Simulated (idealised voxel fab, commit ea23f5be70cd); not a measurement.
voxel wiring stack: a process module
Square cells of 5 nm make up the cross-section cut, whose width is 160 nm.
How to read a cross-section here: the picture is a grid of square cells, written as bands going from the top down, and any band can span one or more rows of cells. Band: top and bottom heights (nm) first, top before bottom; then materials from left to right, widths in nm. "all across" marks a sole material filling the band edge to edge. "air" denotes empty space. For the purposes of this specification, 0 denotes the height below which the wafer in its as-received condition is composed wholly of one material, and the lowermost band, lacking a lower limit, extends downward without end, as expressed in "0 nm and below". So if you see something like "30..40" for the width, read it as the top row of the band sitting at the first number and the bottom row at the second, with every row in between moving by the same amount as the last. When a step is marked "remains unaltered", none of the cells in the cross-section changed during that step. Voids not open to the top, 8 cells minimum: see "Enclosed internal cavities". Written width x height at distance; distance is from the left edge; nm. Formally, on a step line, whatever follows the settings is a remark that the simulator itself makes on the step. "overlay nm" denotes, for a step that has a mask, the displacement of the mask to the right of its planned place, with negative values corresponding to the left.
Here's what the planned process steps look like:
| 1 | RECEIVE | material Si |
| 2 | CONFORMAL_DEP | material SiO2 | thk nm 15 |
| 3 | CONFORMAL_DEP | material SiCN | thk nm 5 |
| 4 | DIRECTIONAL_DEP | material lowk | thk nm 20 |
| 5 | DIRECTIONAL_DEP | material aC | thk nm 15 |
| 6 | PATTERN | tone open | mask id METAL_1 | material resist | width nm 25 | pitch nm 45 | thk nm 30 | overlay nm 0 |
| 7 | DIRECTIONAL_ETCH | etch materials aC | depth nm 15 |
| 8 | STRIP | etch materials resist |
| 9 | DIRECTIONAL_ETCH | etch materials lowk | depth nm 20 |
| 10 | DIRECTIONAL_ETCH | etch materials SiCN | depth nm 5 |
| 11 | STRIP | etch materials aC |
| 12 | CONFORMAL_DEP | material TiN | thk nm 5 |
| 13 | FILL_DEP | material Cu | thk nm 5 |
| 14 | CMP | height nm 40 |
| 15 | CONFORMAL_DEP | material SiCN | thk nm 5 |
| 16 | DIRECTIONAL_DEP | material lowk | thk nm 15 |
| 17 | MASKED_ETCH | tone open | mask id PLUG_1 | width nm 15 | pitch nm 45 | etch materials lowk | depth nm 15 | overlay nm 0 |
| 18 | MASKED_ETCH | tone open | mask id PLUG_1 | width nm 15 | pitch nm 45 | etch materials SiCN | depth nm 5 | overlay nm 0 |
| 19 | EPI | material Ru | thk nm 10 |
| 20 | EPI | material Ru | thk nm 10 |
| 21 | CONFORMAL_DEP | material SiCN | thk nm 5 |
| 22 | DIRECTIONAL_DEP | material SiO2 | thk nm 20 |
| 23 | PATTERN | tone open | mask id METAL_2 | material resist | width nm 25 | pitch nm 45 | thk nm 15 | overlay nm 0 |
| 24 | DIRECTIONAL_ETCH | etch materials SiO2 | depth nm 20 |
| 25 | DIRECTIONAL_ETCH | etch materials SiCN | depth nm 5 |
| 26 | STRIP | etch materials resist |
| 27 | CONFORMAL_DEP | material TiN | thk nm 5 |
| 28 | FILL_DEP | material W | thk nm 10 |
| 29 | CMP | height nm 85 |
| 30 | CONFORMAL_DEP | material SiCN | thk nm 5 |
| 31 | DIRECTIONAL_DEP | material SiO2 | thk nm 35 |
| 32 | PATTERN | tone open | mask id METAL_3_HOLES | material resist | width nm 15 | pitch nm 45 | thk nm 20 | overlay nm 0 |
| 33 | DIRECTIONAL_ETCH | etch materials SiO2 | depth nm 35 |
| 34 | STRIP | etch materials resist |
| 35 | DIRECTIONAL_DEP | material aC | thk nm 10 |
| 36 | PATTERN | tone open | mask id METAL_3 | material resist | width nm 25 | pitch nm 45 | thk nm 30 | overlay nm 0 |
| 37 | DIRECTIONAL_ETCH | etch materials aC | depth nm 10 |
| 38 | STRIP | etch materials resist |
| 39 | DIRECTIONAL_ETCH | etch materials SiO2 | depth nm 20 |
| 40 | DIRECTIONAL_ETCH | etch materials SiCN | depth nm 5 |
| 41 | STRIP | etch materials aC |
| 42 | CONFORMAL_DEP | material TiN | thk nm 5 |
| 43 | FILL_DEP | material Cu | thk nm 10 |
| 44 | CMP | height nm 125 |
| 45 | CONFORMAL_DEP | material SiCN | thk nm 5 |
| 46 | DIRECTIONAL_DEP | material SiO2 | thk nm 10 |
| 47 | PATTERN | tone open | mask id PLUG_3 | material resist | width nm 15 | pitch nm 45 | thk nm 15 | overlay nm 0 |
| 48 | DIRECTIONAL_ETCH | etch materials SiO2 | depth nm 10 |
| 49 | DIRECTIONAL_ETCH | etch materials SiCN | depth nm 5 |
| 50 | STRIP | etch materials resist |
| 51 | EPI | material Ru | thk nm 10 |
| 52 | EPI | material Ru | thk nm 5 |
| 53 | DIRECTIONAL_DEP | material TiN | thk nm 5 |
| 54 | DIRECTIONAL_DEP | material Ru | thk nm 20 |
| 55 | PATTERN | tone cover | mask id METAL_4 | material resist | width nm 25 | pitch nm 45 | thk nm 15 | overlay nm 0 |
| 56 | DIRECTIONAL_ETCH | etch materials Ru | depth nm 20 |
| 57 | DIRECTIONAL_ETCH | etch materials TiN | depth nm 5 |
| 58 | STRIP | etch materials resist |
| 59 | CONFORMAL_DEP | material SiN | thk nm 5 |
| 60 | FILL_DEP | material lowk | thk nm 10 |
| 61 | CMP | height nm 165 |
| 62 | CONFORMAL_DEP | material SiCN | thk nm 5 |
First wafer of two (run as planned):
The cross-section here shows the wafer as received, i.e. in its state after step 1:
    0 nm and below | Si all across
    Enclosed internal cavities: none
Cross-section through the wafer, step 2 finished:
    15 nm to 0 nm | SiO2 all across
    Under 0: no change, same as before.
Cross-section through the wafer, step 3 finished:
    20 nm to 15 nm | SiCN all across
    Under 15: no change, same as before.
Cross-section through the wafer, step 4 finished:
    40 nm to 20 nm | lowk all across
    Under 20: no change, same as before.
Cross-section through the wafer, step 5 finished:
    55 nm to 40 nm | aC all across
    Under 40: no change, same as before.
Cross-section through the wafer, step 6 finished:
    85 nm to 55 nm | resist (45) | air (25) | resist (20) | air (25) | resist (45)
    Under 55: no change, same as before.
Cross-section through the wafer, step 7 finished:
    70 nm to 55 nm | resist (45) | air (25) | resist (20) | air (25) | resist (45)
    55 nm to 40 nm | aC (45) | air (25) | aC (20) | air (25) | aC (45)
    Under 40: no change, same as before.
Cross-section through the wafer, step 8 finished:
    55 nm to 40 nm | aC (45) | air (25) | aC (20) | air (25) | aC (45)
    Under 40: no change, same as before.
Cross-section through the wafer, step 9 finished:
    55 nm to 40 nm | aC (45) | air (25) | aC (20) | air (25) | aC (45)
    40 nm to 20 nm | lowk (45) | air (25) | lowk (20) | air (25) | lowk (45)
    Under 20: no change, same as before.
Cross-section through the wafer, step 10 finished:
    55 nm to 40 nm | aC (45) | air (25) | aC (20) | air (25) | aC (45)
    40 nm to 20 nm | lowk (45) | air (25) | lowk (20) | air (25) | lowk (45)
    20 nm to 15 nm | SiCN (45) | air (25) | SiCN (20) | air (25) | SiCN (45)
    Under 15: no change, same as before.
Cross-section through the wafer, step 11 finished:
    40 nm to 20 nm | lowk (45) | air (25) | lowk (20) | air (25) | lowk (45)
    Under 20: no change, same as before.
Cross-section through the wafer, step 12 finished:
    45 nm to 40 nm | TiN (50) | air (15) | TiN (30) | air (15) | TiN (50)
    40 nm to 20 nm | lowk (45) | TiN (5) | air (15) | TiN (5) | lowk (20) | TiN (5) | air (15) | TiN (5) | lowk (45)
    20 nm to 15 nm | SiCN (45) | TiN (25) | SiCN (20) | TiN (25) | SiCN (45)
    Under 15: no change, same as before.
Cross-section through the wafer, step 13 finished:
    50 nm to 45 nm | Cu all across
    45 nm to 40 nm | TiN (50) | Cu (15) | TiN (30) | Cu (15) | TiN (50)
    40 nm to 20 nm | lowk (45) | TiN (5) | Cu (15) | TiN (5) | lowk (20) | TiN (5) | Cu (15) | TiN (5) | lowk (45)
    Under 20: no change, same as before.
Cross-section through the wafer, step 14 finished:
    40 nm to 20 nm | lowk (45) | TiN (5) | Cu (15) | TiN (5) | lowk (20) | TiN (5) | Cu (15) | TiN (5) | lowk (45)
    Under 20: no change, same as before.
Cross-section through the wafer, step 15 finished:
    45 nm to 40 nm | SiCN all across
    Under 40: no change, same as before.
Cross-section through the wafer, step 16 finished:
    60 nm to 45 nm | lowk all across
    Under 45: no change, same as before.
Cross-section through the wafer, step 17 finished:
    60 nm to 45 nm | lowk (45) | air (15) | lowk (30) | air (15) | lowk (55)
    Under 45: no change, same as before.
Cross-section through the wafer, step 18 finished:
    60 nm to 45 nm | lowk (45) | air (15) | lowk (30) | air (15) | lowk (55)
    45 nm to 40 nm | SiCN (45) | air (15) | SiCN (30) | air (15) | SiCN (55)
    Under 40: no change, same as before.
Cross-section through the wafer, step 19 finished:
    60 nm to 50 nm | lowk (45) | air (15) | lowk (30) | air (15) | lowk (55)
    50 nm to 45 nm | lowk (45) | Ru (15) | lowk (30) | Ru (15) | lowk (55)
    45 nm to 40 nm | SiCN (45) | Ru (15) | SiCN (30) | Ru (15) | SiCN (55)
    Under 40: no change, same as before.
Cross-section through the wafer, step 20 finished:
    60 nm to 45 nm | lowk (45) | Ru (15) | lowk (30) | Ru (15) | lowk (55)
    Under 45: no change, same as before.
Cross-section through the wafer, step 21 finished:
    65 nm to 60 nm | SiCN all across
    Under 60: no change, same as before.
Cross-section through the wafer, step 22 finished:
    85 nm to 65 nm | SiO2 all across
    Under 65: no change, same as before.
Cross-section through the wafer, step 23 finished:
    100 nm to 85 nm | resist (45) | air (25) | resist (20) | air (25) | resist (45)
    Under 85: no change, same as before.
Cross-section through the wafer, step 24 finished:
    100 nm to 85 nm | resist (45) | air (25) | resist (20) | air (25) | resist (45)
    85 nm to 65 nm | SiO2 (45) | air (25) | SiO2 (20) | air (25) | SiO2 (45)
    Under 65: no change, same as before.
Cross-section through the wafer, step 25 finished:
    100 nm to 85 nm | resist (45) | air (25) | resist (20) | air (25) | resist (45)
    85 nm to 65 nm | SiO2 (45) | air (25) | SiO2 (20) | air (25) | SiO2 (45)
    65 nm to 60 nm | SiCN (45) | air (25) | SiCN (20) | air (25) | SiCN (45)
    Under 60: no change, same as before.
Cross-section through the wafer, step 26 finished:
    85 nm to 65 nm | SiO2 (45) | air (25) | SiO2 (20) | air (25) | SiO2 (45)
    Under 65: no change, same as before.
Cross-section through the wafer, step 27 finished:
    90 nm to 85 nm | TiN (50) | air (15) | TiN (30) | air (15) | TiN (50)
    85 nm to 65 nm | SiO2 (45) | TiN (5) | air (15) | TiN (5) | SiO2 (20) | TiN (5) | air (15) | TiN (5) | SiO2 (45)
    65 nm to 60 nm | SiCN (45) | TiN (25) | SiCN (20) | TiN (25) | SiCN (45)
    Under 60: no change, same as before.
Cross-section through the wafer, step 28 finished:
    100 nm to 90 nm | W all across
    90 nm to 85 nm | TiN (50) | W (15) | TiN (30) | W (15) | TiN (50)
    85 nm to 65 nm | SiO2 (45) | TiN (5) | W (15) | TiN (5) | SiO2 (20) | TiN (5) | W (15) | TiN (5) | SiO2 (45)
    Under 65: no change, same as before.
Cross-section through the wafer, step 29 finished:
    85 nm to 65 nm | SiO2 (45) | TiN (5) | W (15) | TiN (5) | SiO2 (20) | TiN (5) | W (15) | TiN (5) | SiO2 (45)
    Under 65: no change, same as before.
Cross-section through the wafer, step 30 finished:
    90 nm to 85 nm | SiCN all across
    Under 85: no change, same as before.
Cross-section through the wafer, step 31 finished:
    125 nm to 90 nm | SiO2 all across
    Under 90: no change, same as before.
Cross-section through the wafer, step 32 finished:
    145 nm to 125 nm | resist (45) | air (15) | resist (30) | air (15) | resist (55)
    Under 125: no change, same as before.
Cross-section through the wafer, step 33 finished:
    145 nm to 125 nm | resist (45) | air (15) | resist (30) | air (15) | resist (55)
    125 nm to 90 nm | SiO2 (45) | air (15) | SiO2 (30) | air (15) | SiO2 (55)
    Under 90: no change, same as before.
Cross-section through the wafer, step 34 finished:
    125 nm to 90 nm | SiO2 (45) | air (15) | SiO2 (30) | air (15) | SiO2 (55)
    Under 90: no change, same as before.
Cross-section through the wafer, step 35 finished:
    135 nm to 125 nm | aC (45) | air (15) | aC (30) | air (15) | aC (55)
    125 nm to 100 nm | SiO2 (45) | air (15) | SiO2 (30) | air (15) | SiO2 (55)
    100 nm to 90 nm | SiO2 (45) | aC (15) | SiO2 (30) | aC (15) | SiO2 (55)
    Under 90: no change, same as before.
Cross-section through the wafer, step 36 finished:
    165 nm to 135 nm | resist (45) | air (25) | resist (20) | air (25) | resist (45)
    Under 135: no change, same as before.
Cross-section through the wafer, step 37 finished:
    155 nm to 135 nm | resist (45) | air (25) | resist (20) | air (25) | resist (45)
    135 nm to 125 nm | aC (45) | air (25) | aC (20) | air (25) | aC (45)
    125 nm to 90 nm | SiO2 (45) | air (15) | SiO2 (30) | air (15) | SiO2 (55)
    Under 90: no change, same as before.
Cross-section through the wafer, step 38 finished:
    135 nm to 125 nm | aC (45) | air (25) | aC (20) | air (25) | aC (45)
    Under 125: no change, same as before.
Cross-section through the wafer, step 39 finished:
    135 nm to 125 nm | aC (45) | air (25) | aC (20) | air (25) | aC (45)
    125 nm to 105 nm | SiO2 (45) | air (25) | SiO2 (20) | air (25) | SiO2 (45)
    Under 105: no change, same as before.
Cross-section through the wafer, step 40 finished:
    135 nm to 125 nm | aC (45) | air (25) | aC (20) | air (25) | aC (45)
    125 nm to 105 nm | SiO2 (45) | air (25) | SiO2 (20) | air (25) | SiO2 (45)
    105 nm to 90 nm | SiO2 (45) | air (15) | SiO2 (30) | air (15) | SiO2 (55)
    90 nm to 85 nm | SiCN (45) | air (15) | SiCN (30) | air (15) | SiCN (55)
    Under 85: no change, same as before.
Cross-section through the wafer, step 41 finished:
    125 nm to 105 nm | SiO2 (45) | air (25) | SiO2 (20) | air (25) | SiO2 (45)
    Under 105: no change, same as before.
Cross-section through the wafer, step 42 finished:
    130 nm to 125 nm | TiN (50) | air (15) | TiN (30) | air (15) | TiN (50)
    125 nm to 110 nm | SiO2 (45) | TiN (5) | air (15) | TiN (5) | SiO2 (20) | TiN (5) | air (15) | TiN (5) | SiO2 (45)
    110 nm to 105 nm | SiO2 (45) | TiN (5) | air (5) | TiN (15) | SiO2 (20) | TiN (5) | air (5) | TiN (15) | SiO2 (45)
    105 nm to 90 nm | SiO2 (45) | TiN (5) | air (5) | TiN (5) | SiO2 (30) | TiN (5) | air (5) | TiN (5) | SiO2 (55)
    90 nm to 85 nm | SiCN (45) | TiN (15) | SiCN (30) | TiN (15) | SiCN (55)
    Under 85: no change, same as before.
Cross-section through the wafer, step 43 finished:
    140 nm to 130 nm | Cu all across
    130 nm to 125 nm | TiN (50) | Cu (15) | TiN (30) | Cu (15) | TiN (50)
    125 nm to 110 nm | SiO2 (45) | TiN (5) | Cu (15) | TiN (5) | SiO2 (20) | TiN (5) | Cu (15) | TiN (5) | SiO2 (45)
    110 nm to 105 nm | SiO2 (45) | TiN (5) | Cu (5) | TiN (15) | SiO2 (20) | TiN (5) | Cu (5) | TiN (15) | SiO2 (45)
    105 nm to 90 nm | SiO2 (45) | TiN (5) | Cu (5) | TiN (5) | SiO2 (30) | TiN (5) | Cu (5) | TiN (5) | SiO2 (55)
    Under 90: no change, same as before.
Cross-section through the wafer, step 44 finished:
    125 nm to 110 nm | SiO2 (45) | TiN (5) | Cu (15) | TiN (5) | SiO2 (20) | TiN (5) | Cu (15) | TiN (5) | SiO2 (45)
    Under 110: no change, same as before.
Cross-section through the wafer, step 45 finished:
    130 nm to 125 nm | SiCN all across
    Under 125: no change, same as before.
Cross-section through the wafer, step 46 finished:
    140 nm to 130 nm | SiO2 all across
    Under 130: no change, same as before.
Cross-section through the wafer, step 47 finished:
    155 nm to 140 nm | resist (45) | air (15) | resist (30) | air (15) | resist (55)
    Under 140: no change, same as before.
Cross-section through the wafer, step 48 finished:
    155 nm to 140 nm | resist (45) | air (15) | resist (30) | air (15) | resist (55)
    140 nm to 130 nm | SiO2 (45) | air (15) | SiO2 (30) | air (15) | SiO2 (55)
    Under 130: no change, same as before.
Cross-section through the wafer, step 49 finished:
    155 nm to 140 nm | resist (45) | air (15) | resist (30) | air (15) | resist (55)
    140 nm to 130 nm | SiO2 (45) | air (15) | SiO2 (30) | air (15) | SiO2 (55)
    130 nm to 125 nm | SiCN (45) | air (15) | SiCN (30) | air (15) | SiCN (55)
    Under 125: no change, same as before.
Cross-section through the wafer, step 50 finished:
    140 nm to 130 nm | SiO2 (45) | air (15) | SiO2 (30) | air (15) | SiO2 (55)
    Under 130: no change, same as before.
Cross-section through the wafer, step 51 finished:
    140 nm to 135 nm | SiO2 (45) | air (15) | SiO2 (30) | air (15) | SiO2 (55)
    135 nm to 130 nm | SiO2 (45) | Ru (15) | SiO2 (30) | Ru (15) | SiO2 (55)
    130 nm to 125 nm | SiCN (45) | Ru (15) | SiCN (30) | Ru (15) | SiCN (55)
    Under 125: no change, same as before.
Cross-section through the wafer, step 52 finished:
    140 nm to 130 nm | SiO2 (45) | Ru (15) | SiO2 (30) | Ru (15) | SiO2 (55)
    Under 130: no change, same as before.
Cross-section through the wafer, step 53 finished:
    145 nm to 140 nm | TiN all across
    Under 140: no change, same as before.
Cross-section through the wafer, step 54 finished:
    165 nm to 145 nm | Ru all across
    Under 145: no change, same as before.
Cross-section through the wafer, step 55 finished:
    180 nm to 165 nm | air (45) | resist (25) | air (20) | resist (25) | air (45)
    Under 165: no change, same as before.
Cross-section through the wafer, step 56 finished:
    180 nm to 165 nm | air (45) | resist (25) | air (20) | resist (25) | air (45)
    165 nm to 145 nm | air (45) | Ru (25) | air (20) | Ru (25) | air (45)
    Under 145: no change, same as before.
Cross-section through the wafer, step 57 finished:
    180 nm to 165 nm | air (45) | resist (25) | air (20) | resist (25) | air (45)
    165 nm to 145 nm | air (45) | Ru (25) | air (20) | Ru (25) | air (45)
    145 nm to 140 nm | air (45) | TiN (25) | air (20) | TiN (25) | air (45)
    Under 140: no change, same as before.
Cross-section through the wafer, step 58 finished:
    165 nm to 145 nm | air (45) | Ru (25) | air (20) | Ru (25) | air (45)
    Under 145: no change, same as before.
Cross-section through the wafer, step 59 finished:
    170 nm to 165 nm | air (40) | SiN (35) | air (10) | SiN (35) | air (40)
    165 nm to 145 nm | air (40) | SiN (5) | Ru (25) | SiN (5) | air (10) | SiN (5) | Ru (25) | SiN (5) | air (40)
    145 nm to 140 nm | SiN (45) | TiN (25) | SiN (20) | TiN (25) | SiN (45)
    Under 140: no change, same as before.
Cross-section through the wafer, step 60 finished:
    180 nm to 170 nm | lowk all across
    170 nm to 165 nm | lowk (40) | SiN (35) | lowk (10) | SiN (35) | lowk (40)
    165 nm to 145 nm | lowk (40) | SiN (5) | Ru (25) | SiN (5) | lowk (10) | SiN (5) | Ru (25) | SiN (5) | lowk (40)
    Under 145: no change, same as before.
Cross-section through the wafer, step 61 finished:
    165 nm to 145 nm | lowk (40) | SiN (5) | Ru (25) | SiN (5) | lowk (10) | SiN (5) | Ru (25) | SiN (5) | lowk (40)
    Under 145: no change, same as before.
Cross-section through the wafer, step 62 finished:
    170 nm to 165 nm | SiCN all across
    Under 165: no change, same as before.
The second wafer: identical to the first at the outset and in its planned sequence, differing only in that one mistake was made during processing; up to and including step 31, its path is the first wafer's path:
X-section, second wafer, when step 32 was due to finish:
    145 nm to 125 nm | resist (35) | air (15) | resist (30) | air (15) | resist (65)
    Under 125: no change, same as before.
X-section, second wafer, when step 33 was due to finish:
    145 nm to 125 nm | resist (35) | air (15) | resist (30) | air (15) | resist (65)
    125 nm to 90 nm | SiO2 (35) | air (15) | SiO2 (30) | air (15) | SiO2 (65)
    Under 90: no change, same as before.
X-section, second wafer, when step 34 was due to finish:
    125 nm to 90 nm | SiO2 (35) | air (15) | SiO2 (30) | air (15) | SiO2 (65)
    Under 90: no change, same as before.
X-section, second wafer, when step 35 was due to finish:
    135 nm to 125 nm | aC (35) | air (15) | aC (30) | air (15) | aC (65)
    125 nm to 100 nm | SiO2 (35) | air (15) | SiO2 (30) | air (15) | SiO2 (65)
    100 nm to 90 nm | SiO2 (35) | aC (15) | SiO2 (30) | aC (15) | SiO2 (65)
    Under 90: no change, same as before.
X-section, second wafer, when step 36 was due to finish:
    165 nm to 135 nm | resist (45) | air (25) | resist (20) | air (25) | resist (45)
    135 nm to 125 nm | aC (35) | resist (10) | air (5) | aC (30) | resist (10) | air (5) | aC (65)
    125 nm to 100 nm | SiO2 (35) | resist (10) | air (5) | SiO2 (30) | resist (10) | air (5) | SiO2 (65)
    Under 100: no change, same as before.
X-section, second wafer, when step 37 was due to finish:
    155 nm to 135 nm | resist (45) | air (25) | resist (20) | air (25) | resist (45)
    135 nm to 125 nm | aC (35) | resist (10) | air (25) | aC (10) | resist (10) | air (25) | aC (45)
    125 nm to 100 nm | SiO2 (35) | resist (10) | air (5) | SiO2 (30) | resist (10) | air (5) | SiO2 (65)
    100 nm to 90 nm | SiO2 (35) | aC (10) | air (5) | SiO2 (30) | aC (10) | air (5) | SiO2 (65)
    Under 90: no change, same as before.
X-section, second wafer, when step 38 was due to finish:
    135 nm to 125 nm | aC (35) | air (35) | aC (10) | air (35) | aC (45)
    125 nm to 100 nm | SiO2 (35) | air (15) | SiO2 (30) | air (15) | SiO2 (65)
    Under 100: no change, same as before.
X-section, second wafer, when step 39 was due to finish:
    135 nm to 125 nm | aC (35) | air (35) | aC (10) | air (35) | aC (45)
    125 nm to 105 nm | SiO2 (35) | air (35) | SiO2 (10) | air (35) | SiO2 (45)
    Under 105: no change, same as before.
X-section, second wafer, when step 40 was due to finish:
    135 nm to 125 nm | aC (35) | air (35) | aC (10) | air (35) | aC (45)
    125 nm to 105 nm | SiO2 (35) | air (35) | SiO2 (10) | air (35) | SiO2 (45)
    105 nm to 100 nm | SiO2 (35) | air (15) | SiO2 (30) | air (15) | SiO2 (65)
    100 nm to 90 nm | SiO2 (35) | aC (10) | air (5) | SiO2 (30) | aC (10) | air (5) | SiO2 (65)
    90 nm to 85 nm | SiCN (45) | air (5) | SiCN (40) | air (5) | SiCN (65)
    Under 85: no change, same as before.
X-section, second wafer, when step 41 was due to finish:
    125 nm to 105 nm | SiO2 (35) | air (35) | SiO2 (10) | air (35) | SiO2 (45)
    105 nm to 90 nm | SiO2 (35) | air (15) | SiO2 (30) | air (15) | SiO2 (65)
    Under 90: no change, same as before.
X-section, second wafer, when step 42 was due to finish:
    130 nm to 125 nm | TiN (40) | air (25) | TiN (20) | air (25) | TiN (50)
    125 nm to 110 nm | SiO2 (35) | TiN (5) | air (25) | TiN (5) | SiO2 (10) | TiN (5) | air (25) | TiN (5) | SiO2 (45)
    110 nm to 105 nm | SiO2 (35) | TiN (5) | air (5) | TiN (25) | SiO2 (10) | TiN (5) | air (5) | TiN (25) | SiO2 (45)
    105 nm to 95 nm | SiO2 (35) | TiN (5) | air (5) | TiN (5) | SiO2 (30) | TiN (5) | air (5) | TiN (5) | SiO2 (65)
    95 nm to 90 nm | SiO2 (35) | TiN (15) | SiO2 (30) | TiN (15) | SiO2 (65)
    90 nm to 85 nm | SiCN (45) | TiN (5) | SiCN (40) | TiN (5) | SiCN (65)
    Under 85: no change, same as before.
X-section, second wafer, when step 43 was due to finish:
    140 nm to 130 nm | Cu all across
    130 nm to 125 nm | TiN (40) | Cu (25) | TiN (20) | Cu (25) | TiN (50)
    125 nm to 110 nm | SiO2 (35) | TiN (5) | Cu (25) | TiN (5) | SiO2 (10) | TiN (5) | Cu (25) | TiN (5) | SiO2 (45)
    110 nm to 105 nm | SiO2 (35) | TiN (5) | Cu (5) | TiN (25) | SiO2 (10) | TiN (5) | Cu (5) | TiN (25) | SiO2 (45)
    105 nm to 95 nm | SiO2 (35) | TiN (5) | Cu (5) | TiN (5) | SiO2 (30) | TiN (5) | Cu (5) | TiN (5) | SiO2 (65)
    Under 95: no change, same as before.
X-section, second wafer, when step 44 was due to finish:
    125 nm to 110 nm | SiO2 (35) | TiN (5) | Cu (25) | TiN (5) | SiO2 (10) | TiN (5) | Cu (25) | TiN (5) | SiO2 (45)
    Under 110: no change, same as before.
X-section, second wafer, when step 45 was due to finish:
    130 nm to 125 nm | SiCN all across
    Under 125: no change, same as before.
X-section, second wafer, when step 46 was due to finish:
    140 nm to 130 nm | SiO2 all across
    Under 130: no change, same as before.
X-section, second wafer, when step 47 was due to finish:
    155 nm to 140 nm | resist (45) | air (15) | resist (30) | air (15) | resist (55)
    Under 140: no change, same as before.
X-section, second wafer, when step 48 was due to finish:
    155 nm to 140 nm | resist (45) | air (15) | resist (30) | air (15) | resist (55)
    140 nm to 130 nm | SiO2 (45) | air (15) | SiO2 (30) | air (15) | SiO2 (55)
    Under 130: no change, same as before.
X-section, second wafer, when step 49 was due to finish:
    155 nm to 140 nm | resist (45) | air (15) | resist (30) | air (15) | resist (55)
    140 nm to 130 nm | SiO2 (45) | air (15) | SiO2 (30) | air (15) | SiO2 (55)
    130 nm to 125 nm | SiCN (45) | air (15) | SiCN (30) | air (15) | SiCN (55)
    Under 125: no change, same as before.
X-section, second wafer, when step 50 was due to finish:
    140 nm to 130 nm | SiO2 (45) | air (15) | SiO2 (30) | air (15) | SiO2 (55)
    Under 130: no change, same as before.
X-section, second wafer, when step 51 was due to finish:
    140 nm to 135 nm | SiO2 (45) | air (15) | SiO2 (30) | air (15) | SiO2 (55)
    135 nm to 130 nm | SiO2 (45) | Ru (15) | SiO2 (30) | Ru (15) | SiO2 (55)
    130 nm to 125 nm | SiCN (45) | Ru (15) | SiCN (30) | Ru (15) | SiCN (55)
    Under 125: no change, same as before.
X-section, second wafer, when step 52 was due to finish:
    140 nm to 130 nm | SiO2 (45) | Ru (15) | SiO2 (30) | Ru (15) | SiO2 (55)
    Under 130: no change, same as before.
X-section, second wafer, when step 53 was due to finish:
    145 nm to 140 nm | TiN all across
    Under 140: no change, same as before.
X-section, second wafer, when step 54 was due to finish:
    165 nm to 145 nm | Ru all across
    Under 145: no change, same as before.
X-section, second wafer, when step 55 was due to finish:
    180 nm to 165 nm | air (45) | resist (25) | air (20) | resist (25) | air (45)
    Under 165: no change, same as before.
X-section, second wafer, when step 56 was due to finish:
    180 nm to 165 nm | air (45) | resist (25) | air (20) | resist (25) | air (45)
    165 nm to 145 nm | air (45) | Ru (25) | air (20) | Ru (25) | air (45)
    Under 145: no change, same as before.
X-section, second wafer, when step 57 was due to finish:
    180 nm to 165 nm | air (45) | resist (25) | air (20) | resist (25) | air (45)
    165 nm to 145 nm | air (45) | Ru (25) | air (20) | Ru (25) | air (45)
    145 nm to 140 nm | air (45) | TiN (25) | air (20) | TiN (25) | air (45)
    Under 140: no change, same as before.
X-section, second wafer, when step 58 was due to finish:
    165 nm to 145 nm | air (45) | Ru (25) | air (20) | Ru (25) | air (45)
    Under 145: no change, same as before.
X-section, second wafer, when step 59 was due to finish:
    170 nm to 165 nm | air (40) | SiN (35) | air (10) | SiN (35) | air (40)
    165 nm to 145 nm | air (40) | SiN (5) | Ru (25) | SiN (5) | air (10) | SiN (5) | Ru (25) | SiN (5) | air (40)
    145 nm to 140 nm | SiN (45) | TiN (25) | SiN (20) | TiN (25) | SiN (45)
    Under 140: no change, same as before.
X-section, second wafer, when step 60 was due to finish:
    180 nm to 170 nm | lowk all across
    170 nm to 165 nm | lowk (40) | SiN (35) | lowk (10) | SiN (35) | lowk (40)
    165 nm to 145 nm | lowk (40) | SiN (5) | Ru (25) | SiN (5) | lowk (10) | SiN (5) | Ru (25) | SiN (5) | lowk (40)
    Under 145: no change, same as before.
X-section, second wafer, when step 61 was due to finish:
    165 nm to 145 nm | lowk (40) | SiN (5) | Ru (25) | SiN (5) | lowk (10) | SiN (5) | Ru (25) | SiN (5) | lowk (40)
    Under 145: no change, same as before.
X-section, second wafer, when step 62 was due to finish:
    170 nm to 165 nm | SiCN all across
    Under 165: no change, same as before.
Want to know what went wrong? step 32 was run on a setting that differed from the plan, and what really ran there is PATTERN | tone open | mask id METAL_3_HOLES | material resist | width nm 15 | pitch nm 45 | thk nm 20 | overlay nm -10
It is noted that, at the conclusion of processing, the second wafer exhibits a higher or lower cell count for certain materials relative to the first: +10 Cu; +4 SiCN; -16 SiO2; +2 TiN
